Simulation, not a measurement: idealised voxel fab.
Process module name: voxel gate over fins
Pictured: cross-section cut, 240 nm wide, on a grid of 5 nm square cells.
Think of the cross-section as a grid of square cells. We describe it in bands, top to bottom, and each band covers one or more rows of those cells.
Look at the band entry: it leads with the top's height and the bottom's height in nm. Then it lists the materials left to right, with a width in nm for each. The word "edge to edge" on a single material says that material fills the band edge to edge. The word "air" is empty space.
Heights from 0 (as-received wafer is one material below). Bottom band endless downward, as "0 and below".
Width "30 to 40": first value at the band's top row of cells, second value at its bottom row, equal change from row to row.
Where a step carries "remained the same", the cross-section came out of it unchanged, cell for cell.
Empty spaces without an open route to the top, at least 8 cells in extent, make up the entry "Closed internal voids"; each is given as width x height at distance, where the distance is measured from the left edge, and all are in nm.
after a step's settings: what the simulator itself notes on the step
"overlay nm", when on a step's line for a step with a mask, measures how far to the right of its planned place the mask lay; a negative measure means to the left.
LIST OF PLANNED PROCESS STEPS
1: RECEIVE, material Si
2: CONFORMAL_DEP, material SiN, thk nm 5
3: PATTERN, tone cover, mask id FINS, material resist, width nm 15, pitch nm 50, thk nm 15, overlay nm 0
4: DIRECTIONAL_ETCH, etch materials SiN, depth nm 5
5: DIRECTIONAL_ETCH, etch materials Si, depth nm 30
6: STRIP, etch materials resist
7: OXIDIZE, depth nm 5
8: FILL_DEP, material SiO2, thk nm 5
9: CMP, height nm 5
10: MASKED_ETCH, tone open, mask id RAIL, width nm 15, etch materials SiO2, depth nm 30, overlay nm 0
11: CONFORMAL_DEP, material TiN, thk nm 5
12: FILL_DEP, material W, thk nm 10
13: CMP, height nm 5
14: SELECTIVE_ETCH, etch materials W Ru TiN, depth nm 20
15: FILL_DEP, material SiO2, thk nm 5
16: CMP, height nm 5
17: SELECTIVE_ETCH, etch materials SiO2, depth nm 15
18: STRIP, etch materials SiN
19: CONFORMAL_DEP, material HfO2, thk nm 5
20: CONFORMAL_DEP, material TiN, thk nm 5
21: FILL_DEP, material W, thk nm 15
22: CMP, height nm 20
23: CONFORMAL_DEP, material SiN, thk nm 5
Wafers differ in thk nm at step 19; plan lists the first wafer's value; identical starting state.
RECEIVED CONDITION OF THE FIRST OF SEVERAL WAFERS, SECTIONED: POST-STEP 1
* 0 and below = Si edge to edge
* Closed internal voids: none
PER WAFER, END OF MODULE: CELLS GAINED (+) OR LOST (-) PER MATERIAL SINCE RECEIPT, THEN CLOSED VOIDS
thk nm 5, +56 HfO2, -322 Si, +48 SiN, +224 SiO2, +61 TiN, +173 W, Closed internal voids: none
thk nm 10, +112 HfO2, -322 Si, +48 SiN, +224 SiO2, +61 TiN, +117 W, Closed internal voids: none
thk nm 15, +168 HfO2, -322 Si, +48 SiN, +224 SiO2, +61 TiN, +61 W, Closed internal voids: none
thk nm 20, +224 HfO2, -322 Si, +48 SiN, +224 SiO2, +38 TiN, +28 W, Closed internal voids: none
